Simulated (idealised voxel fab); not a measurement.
process module | voxel ribs on slabs
cross-section cut | 225 nm wide | cells 5 nm
A cross-section is a grid of square cells, given in bands from the top down. A band is one or more rows of cells.
Each band's line starts with the height of the band's top and of its bottom, in nm. Then come its materials from left to right, each with its width in nm. One material with "throughout" fills the band from edge to edge. "air" is empty space.
Height 0 is the level under which the wafer as received is all one material. The lowest band goes on downwards, as in "0 down".
A width such as "30 to 40" changes by the same amount from each row of cells to the next, from the band's top row to its bottom row.
"no change" after a step means that no cell of the cross-section changed.
closed voids: empty space of 8 cells or more with no open way to the top, each as width x height at its distance from the left edge, in nm
after a step's settings: what the simulator itself notes on the step
overlay nm, on a step with a mask: how far to the right of its planned place the mask lay; to the left if negative
plan
1 op RECEIVE | material Si
2 op DIRECTIONAL_DEP | material SiO2 | thk nm 25
3 op DIRECTIONAL_DEP | material SiN | thk nm 20
4 op MASKED_ETCH | tone cover | mask id RIB | width nm 30 | etch materials SiN | depth nm 10 | overlay nm 0
5 op PATTERN | tone cover | mask id SLAB | material resist | width nm 80 | thk nm 20 | overlay nm 0
6 op DIRECTIONAL_ETCH | etch materials SiN | depth nm 10
7 op STRIP | etch materials resist
8 op FILL_DEP | material SiO2 | thk nm 20
9 op CMP | height nm 60
10 op DIRECTIONAL_DEP | material W | thk nm 10
11 op DIRECTIONAL_DEP | material aC | thk nm 15
12 op PATTERN | tone cover | mask id HEATER | material resist | width nm 40 | thk nm 30 | overlay nm 0
13 op DIRECTIONAL_ETCH | etch materials aC | depth nm 15
14 op STRIP | etch materials resist
15 op DIRECTIONAL_ETCH | etch materials W | depth nm 10
16 op STRIP | etch materials aC
17 op CONFORMAL_DEP | material SiN | thk nm 5
first wafer, as planned
as received, after step 1
  0 down: Si throughout
  closed voids: none
after step 2
  25 to 0: SiO2 throughout
  below 0: unchanged
after step 3
  45 to 25: SiN throughout
  below 25: unchanged
after step 4
  45 to 35: air 95 | SiN 30 | air 100
  below 35: unchanged
after step 5
  65 to 45: air 70 | resist 80 | air 75
  45 to 35: air 70 | resist 25 | SiN 30 | resist 25 | air 75
  below 35: unchanged
after step 6
  65 to 45: air 70 | resist 80 | air 75
  45 to 35: air 70 | resist 25 | SiN 30 | resist 25 | air 75
  35 to 25: air 70 | SiN 80 | air 75
  below 25: unchanged
after step 7
  45 to 35: air 95 | SiN 30 | air 100
  below 35: unchanged
after step 8
  65 to 45: SiO2 throughout
  45 to 35: SiO2 95 | SiN 30 | SiO2 100
  35 to 25: SiO2 70 | SiN 80 | SiO2 75
  below 25: unchanged
after step 9
  60 to 45: SiO2 throughout
  below 45: unchanged
after step 10
  70 to 60: W throughout
  below 60: unchanged
after step 11
  85 to 70: aC throughout
  below 70: unchanged
after step 12
  115 to 85: air 90 | resist 40 | air 95
  below 85: unchanged
after step 13
  100 to 85: air 90 | resist 40 | air 95
  85 to 70: air 90 | aC 40 | air 95
  below 70: unchanged
after step 14
  85 to 70: air 90 | aC 40 | air 95
  below 70: unchanged
after step 15
  85 to 70: air 90 | aC 40 | air 95
  70 to 60: air 90 | W 40 | air 95
  below 60: unchanged
after step 16
  70 to 60: air 90 | W 40 | air 95
  below 60: unchanged
after step 17
  75 to 70: air 85 | SiN 50 | air 90
  70 to 65: air 85 | SiN 5 | W 40 | SiN 5 | air 90
  65 to 60: SiN 90 | W 40 | SiN 95
  below 60: unchanged
second wafer: like start, like plan, one mistake. Through step 1 it matches the first wafer
when step 2 should have ended
  20 to 0: SiN throughout
  below 0: unchanged
when step 3 should have ended
  45 to 20: SiO2 throughout
  below 20: unchanged
when step 4 should have ended: no change
when step 5 should have ended
  65 to 45: air 70 | resist 80 | air 75
  below 45: unchanged
when step 6 should have ended: no change
when step 7 should have ended
  45 to 20: SiO2 throughout
  below 20: unchanged
when step 8 should have ended
  65 to 20: SiO2 throughout
  below 20: unchanged
when step 9 should have ended
  60 to 20: SiO2 throughout
  below 20: unchanged
when step 10 should have ended
  70 to 60: W throughout
  below 60: unchanged
when step 11 should have ended
  85 to 70: aC throughout
  below 70: unchanged
when step 12 should have ended
  115 to 85: air 90 | resist 40 | air 95
  below 85: unchanged
when step 13 should have ended
  100 to 85: air 90 | resist 40 | air 95
  85 to 70: air 90 | aC 40 | air 95
  below 70: unchanged
when step 14 should have ended
  85 to 70: air 90 | aC 40 | air 95
  below 70: unchanged
when step 15 should have ended
  85 to 70: air 90 | aC 40 | air 95
  70 to 60: air 90 | W 40 | air 95
  below 60: unchanged
when step 16 should have ended
  70 to 60: air 90 | W 40 | air 95
  below 60: unchanged
when step 17 should have ended
  75 to 70: air 85 | SiN 50 | air 90
  70 to 65: air 85 | SiN 5 | W 40 | SiN 5 | air 90
  65 to 60: SiN 90 | W 40 | SiN 95
  below 60: unchanged
what went wrong: steps 2 and 3 were swapped
at the end the second wafer has, in cells: 136 more of SiN | 136 fewer of SiO2
